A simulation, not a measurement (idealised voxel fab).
Process module in this document: voxel self aligned contacts
FYI the section here is cut, 260 nm wide, cells are 5 nm squares.
Cross-section format: a grid of square cells, given as bands from top to bottom; each band is one or more rows of cells. For a band, the entry starts with two heights in nm, that of the top and then that of the bottom, and carries on with the band's materials in order from left to right, each alongside its width in nm; the word "everywhere" beside a single material means it fills the band edge to edge, and "air" means empty space. Height reference: 0 = level under which incoming wafer is all one material. Lowest band: no bottom, runs on downward, e.g. "0 and below". Quick explanation for "30->40": the width changes in equal steps down the rows of cells, from the first number in the band's top row to the second number in its bottom row. "stayed the same" for a step: no cell of the cross-section changed in that step. For the entry "Trapped void list", the listed items are empty spaces with no open way to the top whose size is 8 cells or more; each item follows the pattern width x height at distance, where distance is from the left edge and all three are in nm. Anything after a step's settings on that line? It's the simulator's own note about the step. For masked steps, "overlay nm" on the step line gives how far right of plan the mask actually lay; a minus sign means it lay to the left.

Listed below are the process steps as planned:
step 1: RECEIVE with material Si
step 2: OXIDIZE with depth nm 5
step 3: DIRECTIONAL_DEP with material polySi, thk nm 20
step 4: DIRECTIONAL_DEP with material SiN, thk nm 20
step 5: DIRECTIONAL_DEP with material aC, thk nm 15
step 6: PATTERN with tone cover, mask id GATE, material resist, width nm 25, pitch nm 50, thk nm 30, overlay nm 0
step 7: DIRECTIONAL_ETCH with etch materials aC, depth nm 15
step 8: STRIP with etch materials resist
step 9: DIRECTIONAL_ETCH with etch materials SiN, depth nm 20
step 10: DIRECTIONAL_ETCH with etch materials polySi, depth nm 20
step 11: STRIP with etch materials aC
step 12: CONFORMAL_DEP with material SiN, thk nm 5
step 13: DIRECTIONAL_ETCH with etch materials SiN, depth nm 5
step 14: FILL_DEP with material SiO2, thk nm 15
step 15: CMP with height nm 45
step 16: DIRECTIONAL_DEP with material aC, thk nm 15
step 17: PATTERN with tone open, mask id CONTACT, material resist, width nm 35, thk nm 30, overlay nm 0
step 18: DIRECTIONAL_ETCH with etch materials aC, depth nm 15
step 19: STRIP with etch materials resist
step 20: DIRECTIONAL_ETCH with etch materials SiO2, depth nm 50
step 21: STRIP with etch materials aC
step 22: CONFORMAL_DEP with material TiN, thk nm 5
step 23: FILL_DEP with material W, thk nm 5
step 24: CMP with height nm 45
step 25: CONFORMAL_DEP with material SiN, thk nm 5

Account of the first of two wafers, which was processed as intended:

This is the cross-section of the wafer as we received it, i.e. after step 1:
	0 and below = Si everywhere
	Trapped void list: none

Step 2 complete: cross-section through the wafer:
	0 down to -5 = SiO2 everywhere
	At heights below -5, the structure remains unaltered.

Step 3 complete: cross-section through the wafer:
	20 down to 0 = polySi everywhere
	At heights below 0, the structure remains unaltered.

Step 4 complete: cross-section through the wafer:
	40 down to 20 = SiN everywhere
	At heights below 20, the structure remains unaltered.

Step 5 complete: cross-section through the wafer:
	55 down to 40 = aC everywhere
	At heights below 40, the structure remains unaltered.

Step 6 complete: cross-section through the wafer:
	85 down to 55 = air: 90; resist: 25; air: 25; resist: 25; air: 95
	At heights below 55, the structure remains unaltered.

Step 7 complete: cross-section through the wafer:
	70 down to 55 = air: 90; resist: 25; air: 25; resist: 25; air: 95
	55 down to 40 = air: 90; aC: 25; air: 25; aC: 25; air: 95
	At heights below 40, the structure remains unaltered.

Step 8 complete: cross-section through the wafer:
	55 down to 40 = air: 90; aC: 25; air: 25; aC: 25; air: 95
	At heights below 40, the structure remains unaltered.

Step 9 complete: cross-section through the wafer:
	55 down to 40 = air: 90; aC: 25; air: 25; aC: 25; air: 95
	40 down to 20 = air: 90; SiN: 25; air: 25; SiN: 25; air: 95
	At heights below 20, the structure remains unaltered.

Step 10 complete: cross-section through the wafer:
	55 down to 40 = air: 90; aC: 25; air: 25; aC: 25; air: 95
	40 down to 20 = air: 90; SiN: 25; air: 25; SiN: 25; air: 95
	20 down to 0 = air: 90; polySi: 25; air: 25; polySi: 25; air: 95
	At heights below 0, the structure remains unaltered.

Step 11 complete: cross-section through the wafer:
	40 down to 20 = air: 90; SiN: 25; air: 25; SiN: 25; air: 95
	At heights below 20, the structure remains unaltered.

Step 12 complete: cross-section through the wafer:
	45 down to 20 = air: 85; SiN: 35; air: 15; SiN: 35; air: 90
	20 down to 5 = air: 85; SiN: 5; polySi: 25; SiN: 5; air: 15; SiN: 5; polySi: 25; SiN: 5; air: 90
	5 down to 0 = SiN: 90; polySi: 25; SiN: 25; polySi: 25; SiN: 95
	At heights below 0, the structure remains unaltered.

Step 13 complete: cross-section through the wafer:
	40 down to 20 = air: 85; SiN: 35; air: 15; SiN: 35; air: 90
	20 down to 0 = air: 85; SiN: 5; polySi: 25; SiN: 5; air: 15; SiN: 5; polySi: 25; SiN: 5; air: 90
	At heights below 0, the structure remains unaltered.

Step 14 complete: cross-section through the wafer:
	55 down to 40 = SiO2 everywhere
	40 down to 20 = SiO2: 85; SiN: 35; SiO2: 15; SiN: 35; SiO2: 90
	20 down to 0 = SiO2: 85; SiN: 5; polySi: 25; SiN: 5; SiO2: 15; SiN: 5; polySi: 25; SiN: 5; SiO2: 90
	At heights below 0, the structure remains unaltered.

Step 15 complete: cross-section through the wafer:
	45 down to 40 = SiO2 everywhere
	At heights below 40, the structure remains unaltered.

Step 16 complete: cross-section through the wafer:
	60 down to 45 = aC everywhere
	At heights below 45, the structure remains unaltered.

Step 17 complete: cross-section through the wafer:
	90 down to 60 = resist: 110; air: 35; resist: 115
	At heights below 60, the structure remains unaltered.

Step 18 complete: cross-section through the wafer:
	75 down to 60 = resist: 110; air: 35; resist: 115
	60 down to 45 = aC: 110; air: 35; aC: 115
	At heights below 45, the structure remains unaltered.

Step 19 complete: cross-section through the wafer:
	60 down to 45 = aC: 110; air: 35; aC: 115
	At heights below 45, the structure remains unaltered.

Step 20 complete: cross-section through the wafer:
	60 down to 45 = aC: 110; air: 35; aC: 115
	45 down to 40 = SiO2: 110; air: 35; SiO2: 115
	40 down to 20 = SiO2: 85; SiN: 35; air: 15; SiN: 35; SiO2: 90
	20 down to 0 = SiO2: 85; SiN: 5; polySi: 25; SiN: 5; air: 15; SiN: 5; polySi: 25; SiN: 5; SiO2: 90
	0 down to -5 = SiO2: 120; air: 15; SiO2: 125
	At heights below -5, the structure remains unaltered.

Step 21 complete: cross-section through the wafer:
	45 down to 40 = SiO2: 110; air: 35; SiO2: 115
	At heights below 40, the structure remains unaltered.

Step 22 complete: cross-section through the wafer:
	50 down to 45 = TiN: 115; air: 25; TiN: 120
	45 down to 40 = SiO2: 110; TiN: 15; air: 5; TiN: 15; SiO2: 115
	40 down to 20 = SiO2: 85; SiN: 35; TiN: 5; air: 5; TiN: 5; SiN: 35; SiO2: 90
	20 down to 0 = SiO2: 85; SiN: 5; polySi: 25; SiN: 5; TiN: 5; air: 5; TiN: 5; SiN: 5; polySi: 25; SiN: 5; SiO2: 90
	0 down to -5 = SiO2: 120; TiN: 15; SiO2: 125
	At heights below -5, the structure remains unaltered.

Step 23 complete: cross-section through the wafer:
	55 down to 50 = W everywhere
	50 down to 45 = TiN: 115; W: 25; TiN: 120
	45 down to 40 = SiO2: 110; TiN: 15; W: 5; TiN: 15; SiO2: 115
	40 down to 20 = SiO2: 85; SiN: 35; TiN: 5; W: 5; TiN: 5; SiN: 35; SiO2: 90
	20 down to 0 = SiO2: 85; SiN: 5; polySi: 25; SiN: 5; TiN: 5; W: 5; TiN: 5; SiN: 5; polySi: 25; SiN: 5; SiO2: 90
	At heights below 0, the structure remains unaltered.

Step 24 complete: cross-section through the wafer:
	45 down to 40 = SiO2: 110; TiN: 15; W: 5; TiN: 15; SiO2: 115
	At heights below 40, the structure remains unaltered.

Step 25 complete: cross-section through the wafer:
	50 down to 45 = SiN everywhere
	At heights below 45, the structure remains unaltered.

The remaining wafer, second of the two, started like the first and was run to the same plan, except that one mistake was made along the way; the two coincide through step 5, inclusive:

Second wafer at the planned finish of step 6, seen in cross-section:
	85 down to 55 = air: 80; resist: 25; air: 25; resist: 25; air: 105
	At heights below 55, the structure remains unaltered.

Second wafer at the planned finish of step 7, seen in cross-section:
	70 down to 55 = air: 80; resist: 25; air: 25; resist: 25; air: 105
	55 down to 40 = air: 80; aC: 25; air: 25; aC: 25; air: 105
	At heights below 40, the structure remains unaltered.

Second wafer at the planned finish of step 8, seen in cross-section:
	55 down to 40 = air: 80; aC: 25; air: 25; aC: 25; air: 105
	At heights below 40, the structure remains unaltered.

Second wafer at the planned finish of step 9, seen in cross-section:
	55 down to 40 = air: 80; aC: 25; air: 25; aC: 25; air: 105
	40 down to 20 = air: 80; SiN: 25; air: 25; SiN: 25; air: 105
	At heights below 20, the structure remains unaltered.

Second wafer at the planned finish of step 10, seen in cross-section:
	55 down to 40 = air: 80; aC: 25; air: 25; aC: 25; air: 105
	40 down to 20 = air: 80; SiN: 25; air: 25; SiN: 25; air: 105
	20 down to 0 = air: 80; polySi: 25; air: 25; polySi: 25; air: 105
	At heights below 0, the structure remains unaltered.

Second wafer at the planned finish of step 11, seen in cross-section:
	40 down to 20 = air: 80; SiN: 25; air: 25; SiN: 25; air: 105
	At heights below 20, the structure remains unaltered.

Second wafer at the planned finish of step 12, seen in cross-section:
	45 down to 20 = air: 75; SiN: 35; air: 15; SiN: 35; air: 100
	20 down to 5 = air: 75; SiN: 5; polySi: 25; SiN: 5; air: 15; SiN: 5; polySi: 25; SiN: 5; air: 100
	5 down to 0 = SiN: 80; polySi: 25; SiN: 25; polySi: 25; SiN: 105
	At heights below 0, the structure remains unaltered.

Second wafer at the planned finish of step 13, seen in cross-section:
	40 down to 20 = air: 75; SiN: 35; air: 15; SiN: 35; air: 100
	20 down to 0 = air: 75; SiN: 5; polySi: 25; SiN: 5; air: 15; SiN: 5; polySi: 25; SiN: 5; air: 100
	At heights below 0, the structure remains unaltered.

Second wafer at the planned finish of step 14, seen in cross-section:
	55 down to 40 = SiO2 everywhere
	40 down to 20 = SiO2: 75; SiN: 35; SiO2: 15; SiN: 35; SiO2: 100
	20 down to 0 = SiO2: 75; SiN: 5; polySi: 25; SiN: 5; SiO2: 15; SiN: 5; polySi: 25; SiN: 5; SiO2: 100
	At heights below 0, the structure remains unaltered.

Second wafer at the planned finish of step 15, seen in cross-section:
	45 down to 40 = SiO2 everywhere
	At heights below 40, the structure remains unaltered.

Second wafer at the planned finish of step 16, seen in cross-section:
	60 down to 45 = aC everywhere
	At heights below 45, the structure remains unaltered.

Second wafer at the planned finish of step 17, seen in cross-section:
	90 down to 60 = resist: 110; air: 35; resist: 115
	At heights below 60, the structure remains unaltered.

Second wafer at the planned finish of step 18, seen in cross-section:
	75 down to 60 = resist: 110; air: 35; resist: 115
	60 down to 45 = aC: 110; air: 35; aC: 115
	At heights below 45, the structure remains unaltered.

Second wafer at the planned finish of step 19, seen in cross-section:
	60 down to 45 = aC: 110; air: 35; aC: 115
	At heights below 45, the structure remains unaltered.

Second wafer at the planned finish of step 20, seen in cross-section:
	60 down to 45 = aC: 110; air: 35; aC: 115
	45 down to 40 = SiO2: 110; air: 35; SiO2: 115
	40 down to 20 = SiO2: 75; SiN: 35; air: 15; SiN: 35; SiO2: 100
	20 down to 0 = SiO2: 75; SiN: 5; polySi: 25; SiN: 5; air: 15; SiN: 5; polySi: 25; SiN: 5; SiO2: 100
	0 down to -5 = SiO2: 110; air: 15; SiO2: 135
	At heights below -5, the structure remains unaltered.

Second wafer at the planned finish of step 21, seen in cross-section:
	45 down to 40 = SiO2: 110; air: 35; SiO2: 115
	At heights below 40, the structure remains unaltered.

Second wafer at the planned finish of step 22, seen in cross-section:
	50 down to 45 = TiN: 115; air: 25; TiN: 120
	45 down to 40 = SiO2: 110; TiN: 5; air: 5; TiN: 25; SiO2: 115
	40 down to 20 = SiO2: 75; SiN: 35; TiN: 5; air: 5; TiN: 5; SiN: 35; SiO2: 100
	20 down to 0 = SiO2: 75; SiN: 5; polySi: 25; SiN: 5; TiN: 5; air: 5; TiN: 5; SiN: 5; polySi: 25; SiN: 5; SiO2: 100
	0 down to -5 = SiO2: 110; TiN: 15; SiO2: 135
	At heights below -5, the structure remains unaltered.

Second wafer at the planned finish of step 23, seen in cross-section:
	55 down to 50 = W everywhere
	50 down to 45 = TiN: 115; W: 25; TiN: 120
	45 down to 40 = SiO2: 110; TiN: 5; W: 5; TiN: 25; SiO2: 115
	40 down to 20 = SiO2: 75; SiN: 35; TiN: 5; W: 5; TiN: 5; SiN: 35; SiO2: 100
	20 down to 0 = SiO2: 75; SiN: 5; polySi: 25; SiN: 5; TiN: 5; W: 5; TiN: 5; SiN: 5; polySi: 25; SiN: 5; SiO2: 100
	At heights below 0, the structure remains unaltered.

Second wafer at the planned finish of step 24, seen in cross-section:
	45 down to 40 = SiO2: 110; TiN: 5; W: 5; TiN: 25; SiO2: 115
	At heights below 40, the structure remains unaltered.

Second wafer at the planned finish of step 25, seen in cross-section:
	50 down to 45 = SiN everywhere
	At heights below 45, the structure remains unaltered.
It is concluded that the wafer was processed incorrectly with respect to the plan, in that for step 6, the planned setting was not used; the step was instead run as PATTERN with tone cover, mask id GATE, material resist, width nm 25, pitch nm 50, thk nm 30, overlay nm -10
By the end, you'd get the same cell count for each material on either wafer, but the second wafer puts them somewhere else.
